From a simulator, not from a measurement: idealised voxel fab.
process module | voxel capacitor over wiring
cross-section cut | 185 nm wide | cells 5 nm
A cross-section is a grid of square cells, given in bands from the top down. A band is one or more rows of cells.
Each band's line starts with the height of the band's top and of its bottom, in nm. Then come its materials from left to right, each with its width in nm. One material with "throughout" fills the band from edge to edge. "air" is empty space.
Height 0 is the level under which the wafer as received is all one material. The lowest band goes on downwards, as in "0 down".
A width such as "30 to 40" changes by the same amount from each row of cells to the next, from the band's top row to its bottom row.
"no change" after a step means that no cell of the cross-section changed.
closed voids: empty space of 8 cells or more with no open way to the top, each as width x height at its distance from the left edge, in nm
after a step's settings: what the simulator itself notes on the step
overlay nm, on a step with a mask: how far to the right of its planned place the mask lay; to the left if negative
plan
1 op RECEIVE | material Si
2 op CONFORMAL_DEP | material SiO2 | thk nm 15
3 op CONFORMAL_DEP | material SiCN | thk nm 5
4 op DIRECTIONAL_DEP | material lowk | thk nm 20
5 op DIRECTIONAL_DEP | material aC | thk nm 15
6 op PATTERN | tone open | mask id METAL_1 | material resist | width nm 20 | pitch nm 75 | thk nm 35 | overlay nm 0
7 op DIRECTIONAL_ETCH | etch materials aC | depth nm 15
8 op STRIP | etch materials resist
9 op DIRECTIONAL_ETCH | etch materials lowk | depth nm 20
10 op DIRECTIONAL_ETCH | etch materials SiCN | depth nm 5
11 op STRIP | etch materials aC
12 op CONFORMAL_DEP | material TiN | thk nm 5
13 op FILL_DEP | material W | thk nm 5
14 op CMP | height nm 40
15 op CONFORMAL_DEP | material SiCN | thk nm 5
16 op DIRECTIONAL_DEP | material SiO2 | thk nm 15
17 op PATTERN | tone open | mask id PLUG_1 | material resist | width nm 15 | thk nm 20 | overlay nm 0
18 op DIRECTIONAL_ETCH | etch materials SiO2 | depth nm 15
19 op DIRECTIONAL_ETCH | etch materials SiCN | depth nm 5
20 op STRIP | etch materials resist
21 op EPI | material Ru | thk nm 10
22 op EPI | material Ru | thk nm 10
23 op DIRECTIONAL_DEP | material TiN | thk nm 5
24 op DIRECTIONAL_DEP | material Al2O3 | thk nm 5
25 op DIRECTIONAL_DEP | material TiN | thk nm 5
26 op DIRECTIONAL_DEP | material aC | thk nm 15
27 op PATTERN | tone cover | mask id UPPER_PLATE | material resist | width nm 60 | thk nm 30 | overlay nm 0
28 op DIRECTIONAL_ETCH | etch materials aC | depth nm 15
29 op STRIP | etch materials resist
30 op DIRECTIONAL_ETCH | etch materials TiN | depth nm 5
31 op DIRECTIONAL_ETCH | etch materials Al2O3 | depth nm 5
32 op STRIP | etch materials aC
33 op PATTERN | tone cover | mask id LOWER_PLATE | material resist | width nm 70 | thk nm 20 | overlay nm 0
34 op DIRECTIONAL_ETCH | etch materials TiN | depth nm 5
35 op STRIP | etch materials resist
36 op FILL_DEP | material SiO2 | thk nm 15
37 op CMP | height nm 85
38 op MASKED_ETCH | tone open | mask id PLUG_2 | width nm 15 | etch materials SiO2 | depth nm 10 | overlay nm 0
39 op CONFORMAL_DEP | material TiN | thk nm 5
40 op FILL_DEP | material Ru | thk nm 5
41 op CMP | height nm 85
42 op CONFORMAL_DEP | material SiN | thk nm 5
as received, after step 1
  0 down: Si throughout
  closed voids: none
a wafer at the end: this start, this plan, one mistake
  90 to 85: SiN throughout
  85 to 80: SiO2 60 | TiN 5 | Ru 5 | TiN 5 | SiO2 110
  80 to 70: SiO2 60 to 65 | TiN 15 to 45 | SiO2 110 to 75
  70 to 65: SiO2 65 | Al2O3 45 | SiO2 75
  65 to 60: SiO2 45 | TiN 70 | SiO2 70
  60 to 55: SiO2 50 | Al2O3 15 | SiO2 120
  55 to 50: SiO2 50 | TiN 15 | SiO2 120
  50 to 45: SiO2 throughout
  45 to 40: SiCN throughout
  40 to 20: lowk 45 | TiN 5 | W 10 | TiN 5 | lowk 55 | TiN 5 | W 10 | TiN 5 | lowk 45
  20 to 15: SiCN 45 | TiN 20 | SiCN 55 | TiN 20 | SiCN 45
  15 to 0: SiO2 throughout
  0 down: Si throughout
  closed voids: none
what went wrong: step 18 ran as: op DIRECTIONAL_ETCH | etch materials SiO2 | depth nm 10
